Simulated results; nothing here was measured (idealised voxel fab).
You're looking at the process module voxel plated lines.
The figure presents cross-section cut, which has a width of 265 nm and is divided into square cells with an edge length of 5 nm.
A cross-section is a grid of square cells, given in bands from the top down. A band is one or more rows of cells.
Band: top and bottom heights (nm) first, top before bottom; then materials from left to right, widths in nm. "full width" marks a sole material filling the band edge to edge. "empty" denotes empty space.
A quick word on heights: they are counted from 0, and under that level the wafer as it came to us is one material throughout. The lowest band is different from the rest in having no bottom; it simply continues downward, written as in "0 nm and below".
Read "30->40" as a graded width: first number on top, second number at the bottom, same change between each pair of neighbouring rows.
A step reported as "remained the same" is a step in which no cell of the cross-section changed.
Each empty space that has no open way to the top and spans at least 8 cells appears under "Entrapped voids" as width x height at distance, the distance counted from the left edge, all in nm.
On a step's line, text after the settings is the simulator commenting on that step.
"overlay nm" answers the question of how far to the right of plan the mask lay on a step that has a mask, and when it is negative the answer is to the left.

Planned process steps
1. RECEIVE,material Si
2. CONFORMAL_DEP,material SiO2,thk nm 15
3. DIRECTIONAL_DEP,material TiN,thk nm 5
4. PATTERN,tone open,mask id LINES,material resist,width nm 20,pitch nm 50,thk nm 20,overlay nm 0
5. EPI,material Ru,thk nm 5
6. STRIP,etch materials resist
7. DIRECTIONAL_ETCH,etch materials TiN,depth nm 5
8. CONFORMAL_DEP,material SiN,thk nm 10

Cross-section of the incoming wafer, state after step 1
> 0 nm and below = Si full width
> Entrapped voids: none

The following cross-section depicts the wafer upon conclusion of the module. Processing commenced from the starting condition illustrated above and adhered to the plan illustrated above, save for one mistake in execution
> 35 nm to 30 nm = empty: 35, then SiN: 40, then empty: 10, then SiN: 40, then empty: 10, then SiN: 40, then empty: 10, then SiN: 40, then empty: 40
> 30 nm to 25 nm = SiN full width
> 25 nm to 20 nm = SiN: 45, then Ru: 20, then SiN: 30, then Ru: 20, then SiN: 30, then Ru: 20, then SiN: 30, then Ru: 20, then SiN: 50
> 20 nm to 15 nm = Ru full width
> 15 nm to 0 nm = SiO2 full width
> 0 nm and below = Si full width
> Entrapped voids: none
Processing error: step 3, actual vs plan mismatch, actual run DIRECTIONAL_DEP,material Ru,thk nm 5
